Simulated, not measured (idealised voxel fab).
You're looking at the process module voxel transistor to metal.
Cross-section cut: width 165 nm, square cells of 5 nm.
Think of the cross-section as a grid of square cells. We describe it in bands, top to bottom, and each band covers one or more rows of those cells. Look at the band entry: it leads with the top's height and the bottom's height in nm. Then it lists the materials left to right, with a width in nm for each. The word "edge to edge" on a single material says that material fills the band edge to edge. The word "empty" is empty space. Ref level 0: as-received wafer is one material below here. Bottom band extends down with no lower bound ("0 -> down"). The two numbers in a width such as "30..40" mark its ends across the band: the first belongs to the top row of cells, the second to the bottom row, and from each row to the next the width moves by the same amount. When a step is marked "nothing changed", none of the cells in the cross-section changed during that step. If an empty space has no open way to the top and is at least 8 cells in size, "Enclosed empty spaces" lists it, written width x height at distance, where distance is measured from the left edge and every value is in nm. Note: text after step settings on the step line = simulator remark on that step. overlay nm: step with mask; distance mask lay right of planned place; negative value = left of planned place.

## This section lists the process steps that were planned
1 RECEIVE: material Si
2 CONFORMAL_DEP: material SiO2, thk nm 5
3 CONFORMAL_DEP: material SiN, thk nm 10
4 DIRECTIONAL_DEP: material aC, thk nm 15
5 PATTERN: tone cover, mask id ACTIVE, material resist, width nm 95, thk nm 30, overlay nm 0
6 DIRECTIONAL_ETCH: etch materials aC, depth nm 15
7 STRIP: etch materials resist
8 DIRECTIONAL_ETCH: etch materials SiN, depth nm 10
9 DIRECTIONAL_ETCH: etch materials SiO2, depth nm 5
10 DIRECTIONAL_ETCH: etch materials Si, depth nm 20
11 STRIP: etch materials aC
12 OXIDIZE: depth nm 5
13 FILL_DEP: material SiO2, thk nm 15
14 CMP: height nm 15
15 SELECTIVE_ETCH: etch materials SiO2, depth nm 5
16 STRIP: etch materials SiN
17 SELECTIVE_ETCH: etch materials SiO2, depth nm 5
18 OXIDIZE: depth nm 5
19 DIRECTIONAL_DEP: material polySi, thk nm 20
20 DIRECTIONAL_DEP: material SiCN, thk nm 15
21 PATTERN: tone cover, mask id GATE, material resist, width nm 15, thk nm 20, overlay nm 0
22 DIRECTIONAL_ETCH: etch materials SiCN, depth nm 25
23 DIRECTIONAL_ETCH: etch materials polySi, depth nm 30
24 STRIP: etch materials resist
25 CONFORMAL_DEP: material SiN, thk nm 5
26 DIRECTIONAL_ETCH: etch materials SiN, depth nm 5
27 DIRECTIONAL_ETCH: etch materials SiO2, depth nm 5
28 EPI: material SiGe, thk nm 5
29 FILL_DEP: material SiO2, thk nm 10
30 CMP: height nm 35
31 DIRECTIONAL_DEP: material SiO2, thk nm 10
32 PATTERN: tone open, mask id CONTACT, material resist, width nm 20, pitch nm 65, thk nm 15, overlay nm 0
33 DIRECTIONAL_ETCH: etch materials SiO2, depth nm 45
34 STRIP: etch materials resist
35 CONFORMAL_DEP: material TiN, thk nm 5
36 FILL_DEP: material Ru, thk nm 5
37 CMP: height nm 45
38 DIRECTIONAL_DEP: material TiN, thk nm 5
39 DIRECTIONAL_DEP: material Ru, thk nm 20
40 MASKED_ETCH: tone cover, mask id METAL_1, width nm 20, pitch nm 65, etch materials Ru, depth nm 20, overlay nm 0
41 MASKED_ETCH: tone cover, mask id METAL_1, width nm 20, pitch nm 65, etch materials TiN, depth nm 5, overlay nm 0
42 FILL_DEP: material SiO2, thk nm 10
43 CMP: height nm 70
44 CONFORMAL_DEP: material SiN, thk nm 5

## Wafer at receipt (post step 1), cross-section
* 0 -> down  Si edge to edge
* Enclosed empty spaces: none

## Here's the cross-section of the first of our two wafers at the end of the module - it ran as planned
* 75 -> 70  SiN edge to edge
* 70 -> 50  SiO2=40 | Ru=20 | SiO2=45 | Ru=20 | SiO2=40
* 50 -> 45  SiO2=40 | TiN=20 | SiO2=45 | TiN=20 | SiO2=40
* 45 -> 35  SiO2=40 | TiN=5 | Ru=10 | TiN=5 | SiO2=45 | TiN=5 | Ru=10 | TiN=5 | SiO2=40
* 35 -> 20  SiO2=40 | TiN=5 | Ru=10 | TiN=5 | SiO2=10 | SiN=5 | SiCN=15 | SiN=5 | SiO2=10 | TiN=5 | Ru=10 | TiN=5 | SiO2=40
* 20 -> 5  SiO2=40 | TiN=5 | Ru=10 | TiN=5 | SiO2=10 | SiN=5 | polySi=15 | SiN=5 | SiO2=10 | TiN=5 | Ru=10 | TiN=5 | SiO2=40
* 5 -> 0  SiO2=30 | SiN=5 | SiO2=5 | TiN=20 | SiO2=10 | SiN=5 | polySi=15 | SiN=5 | SiO2=10 | TiN=20 | SiO2=5 | SiN=5 | SiO2=30
* 0 -> -5  SiO2=35 | SiGe=35 | SiO2=25 | SiGe=35 | SiO2=35
* -5 -> -25  SiO2=40 | Si=85 | SiO2=40
* -25 -> down  Si edge to edge
* Enclosed empty spaces: none

## Cross-section, wafer two of two, end of module: same start and plan as wafer one, one error in execution
* 75 -> 70  SiN edge to edge
* 70 -> 65  SiO2=40 | TiN=20 | SiO2=45 | TiN=20 | SiO2=40
* 65 -> 45  Ru edge to edge
* 45 -> 35  SiO2=40 | TiN=5 | Ru=10 | TiN=5 | SiO2=45 | TiN=5 | Ru=10 | TiN=5 | SiO2=40
* 35 -> 20  SiO2=40 | TiN=5 | Ru=10 | TiN=5 | SiO2=10 | SiN=5 | SiCN=15 | SiN=5 | SiO2=10 | TiN=5 | Ru=10 | TiN=5 | SiO2=40
* 20 -> 5  SiO2=40 | TiN=5 | Ru=10 | TiN=5 | SiO2=10 | SiN=5 | polySi=15 | SiN=5 | SiO2=10 | TiN=5 | Ru=10 | TiN=5 | SiO2=40
* 5 -> 0  SiO2=30 | SiN=5 | SiO2=5 | TiN=20 | SiO2=10 | SiN=5 | polySi=15 | SiN=5 | SiO2=10 | TiN=20 | SiO2=5 | SiN=5 | SiO2=30
* 0 -> -5  SiO2=35 | SiGe=35 | SiO2=25 | SiGe=35 | SiO2=35
* -5 -> -25  SiO2=40 | Si=85 | SiO2=40
* -25 -> down  Si edge to edge
* Enclosed empty spaces: none
Where did the run depart from the plan? it was found that steps 38 and 39 of the process plan had been performed in exchanged positions
End check, counted in cells, second wafer has more or fewer of these materials than the first: +100 Ru | -100 SiO2
